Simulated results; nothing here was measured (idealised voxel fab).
process module | voxel capacitor over wiring
cross-section cut | 195 nm wide | cells 5 nm
A cross-section is a grid of square cells, given in bands from the top down. A band is one or more rows of cells.
Each band's line starts with the height of the band's top and of its bottom, in nm. Then come its materials from left to right, each with its width in nm. One material with "throughout" fills the band from edge to edge. "air" is empty space.
Height 0 is the level under which the wafer as received is all one material. The lowest band goes on downwards, as in "0 down".
A width such as "30 to 40" changes by the same amount from each row of cells to the next, from the band's top row to its bottom row.
"no change" after a step means that no cell of the cross-section changed.
closed voids: empty space of 8 cells or more with no open way to the top, each as width x height at its distance from the left edge, in nm
after a step's settings: what the simulator itself notes on the step
overlay nm, on a step with a mask: how far to the right of its planned place the mask lay; to the left if negative
plan
1 op RECEIVE | material Si
2 op CONFORMAL_DEP | material SiO2 | thk nm 10
3 op DIRECTIONAL_DEP | material TiN | thk nm 5
4 op DIRECTIONAL_DEP | material W | thk nm 25
5 op DIRECTIONAL_DEP | material aC | thk nm 15
6 op PATTERN | tone cover | mask id METAL_1 | material resist | width nm 30 | pitch nm 85 | thk nm 30 | overlay nm 0
7 op DIRECTIONAL_ETCH | etch materials aC | depth nm 15
8 op STRIP | etch materials resist
9 op DIRECTIONAL_ETCH | etch materials W | depth nm 25
10 op DIRECTIONAL_ETCH | etch materials TiN | depth nm 5
11 op STRIP | etch materials aC
12 op FILL_DEP | material lowk | thk nm 10
13 op CMP | height nm 40
14 op CONFORMAL_DEP | material SiCN | thk nm 5
15 op DIRECTIONAL_DEP | material lowk | thk nm 15
16 op MASKED_ETCH | tone open | mask id PLUG_1 | width nm 15 | etch materials lowk | depth nm 15 | overlay nm 0
17 op MASKED_ETCH | tone open | mask id PLUG_1 | width nm 15 | etch materials SiCN | depth nm 5 | overlay nm 0
18 op EPI | material Ru | thk nm 10
19 op EPI | material Ru | thk nm 10
20 op DIRECTIONAL_DEP | material TiN | thk nm 10
21 op DIRECTIONAL_DEP | material Al2O3 | thk nm 5
22 op DIRECTIONAL_DEP | material TiN | thk nm 10
23 op MASKED_ETCH | tone cover | mask id UPPER_PLATE | width nm 60 | etch materials TiN | depth nm 10 | overlay nm 0
24 op MASKED_ETCH | tone cover | mask id UPPER_PLATE | width nm 60 | etch materials Al2O3 | depth nm 5 | overlay nm 0
25 op DIRECTIONAL_DEP | material aC | thk nm 15
26 op PATTERN | tone cover | mask id LOWER_PLATE | material resist | width nm 70 | thk nm 30 | overlay nm 0
27 op DIRECTIONAL_ETCH | etch materials aC | depth nm 15
28 op STRIP | etch materials resist
29 op DIRECTIONAL_ETCH | etch materials TiN | depth nm 10
30 op STRIP | etch materials aC
31 op FILL_DEP | material SiO2 | thk nm 20
32 op CMP | height nm 100
33 op PATTERN | tone open | mask id PLUG_2 | material resist | width nm 15 | thk nm 15 | overlay nm 0
34 op DIRECTIONAL_ETCH | etch materials SiO2 | depth nm 15
35 op STRIP | etch materials resist
36 op CONFORMAL_DEP | material TiN | thk nm 5
37 op FILL_DEP | material W | thk nm 5
38 op CMP | height nm 100
39 op CONFORMAL_DEP | material SiCN | thk nm 5
as received, after step 1
  0 down: Si throughout
  closed voids: none
a wafer at the end: this start, this plan, one mistake
  105 to 100: SiCN throughout
  100 to 90: SiO2 65 | TiN 5 | W 5 | TiN 5 | SiO2 115
  90 to 85: SiO2 65 | TiN 15 | SiO2 115
  85 to 75: SiO2 65 | TiN 55 | SiO2 75
  75 to 70: SiO2 55 | Al2O3 70 | SiO2 70
  70 to 60: SiO2 50 | TiN 75 | SiO2 70
  60 to 45: lowk 55 | Ru 15 | lowk 125
  45 to 40: SiCN 55 | Ru 15 | SiCN 125
  40 to 15: lowk 40 | W 30 | lowk 55 | W 30 | lowk 40
  15 to 10: lowk 40 | TiN 30 | lowk 55 | TiN 30 | lowk 40
  10 to 0: SiO2 throughout
  0 down: Si throughout
  closed voids: none
what went wrong: step 23 ran as: op MASKED_ETCH | tone cover | mask id UPPER_PLATE | width nm 60 | etch materials TiN | depth nm 10 | overlay nm 10
